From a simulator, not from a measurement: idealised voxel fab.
Process module under the name voxel released beams
Cross-section cut spans 250 nm and uses square cells 5 nm in size.
Just so we're on the same page, the cross-sections are grids of square cells, and they're listed out in bands top to bottom, each band one or more rows deep. This entry defines a band. It first specifies the height of the band's top and the height of its bottom in nm, and then specifies the band's materials from left to right, stating each material with its width in nm. The word "edge to edge" identifies a single material that fills the band from edge to edge, while the word "blank" identifies empty space. Height reference: 0 = level under which incoming wafer is all one material. Lowest band: no bottom, runs on downward, e.g. "0 nm and below". Width spec "30 to 40" -> top row of cells at first value, bottom row at second value, equal per-row change in between. When a step is marked "left unchanged", none of the cells in the cross-section changed during that step. You'll see "Enclosed void catalog" listing empty spaces that have no way open to the top, as long as they're 8 cells or more; the notation is width x height at distance, where the distance is from the left edge, and all of it is in nm. Note: text after step settings on the step line = simulator remark on that step. You can add "overlay nm" to a step's line. For a step with a mask, it describes how far the mask lay to the right of its planned position, and a negative number describes a lay to the left.

Intended process steps:
1) RECEIVE | material Si
2) CONFORMAL_DEP | material Al2O3 | thk nm 10
3) DIRECTIONAL_DEP | material SiO2 | thk nm 20
4) DIRECTIONAL_DEP | material aC | thk nm 15
5) PATTERN | tone open | mask id ANCHOR | material resist | width nm 30 | thk nm 35 | overlay nm 0
6) DIRECTIONAL_ETCH | etch materials aC | depth nm 15
7) STRIP | etch materials resist
8) DIRECTIONAL_ETCH | etch materials SiO2 | depth nm 20
9) STRIP | etch materials aC
10) CONFORMAL_DEP | material W | thk nm 10
11) DIRECTIONAL_DEP | material aC | thk nm 10
12) PATTERN | tone cover | mask id BEAM | material resist | width nm 90 | thk nm 25 | overlay nm -15
13) DIRECTIONAL_ETCH | etch materials aC | depth nm 10
14) STRIP | etch materials resist
15) DIRECTIONAL_ETCH | etch materials W | depth nm 10
16) STRIP | etch materials aC
17) STRIP | etch materials SiO2
The plan's step 12 overlay nm is the first wafer's value; the wafers differ in this setting and start identical.

Cross-section: the first of several wafers in its as-received state, i.e. following step 1:
	0 nm and below  Si edge to edge
	Enclosed void catalog: none

Note: the following table is arranged by wafer, a row apiece. Each row reports the end-of-module state: per material, cells gained (+) or cells lost (-) compared with the wafer as received; closed voids follow:
overlay nm -15, +100 Al2O3, +52 W, Enclosed void catalog: none
overlay nm -10, +100 Al2O3, +52 W, Enclosed void catalog: none
overlay nm -5, +100 Al2O3, +52 W, Enclosed void catalog: none
overlay nm 0, +100 Al2O3, +52 W, Enclosed void catalog: none
overlay nm 5, +100 Al2O3, +52 W, Enclosed void catalog: none
overlay nm 10, +100 Al2O3, +52 W, Enclosed void catalog: none
overlay nm 15, +100 Al2O3, +52 W, Enclosed void catalog: none
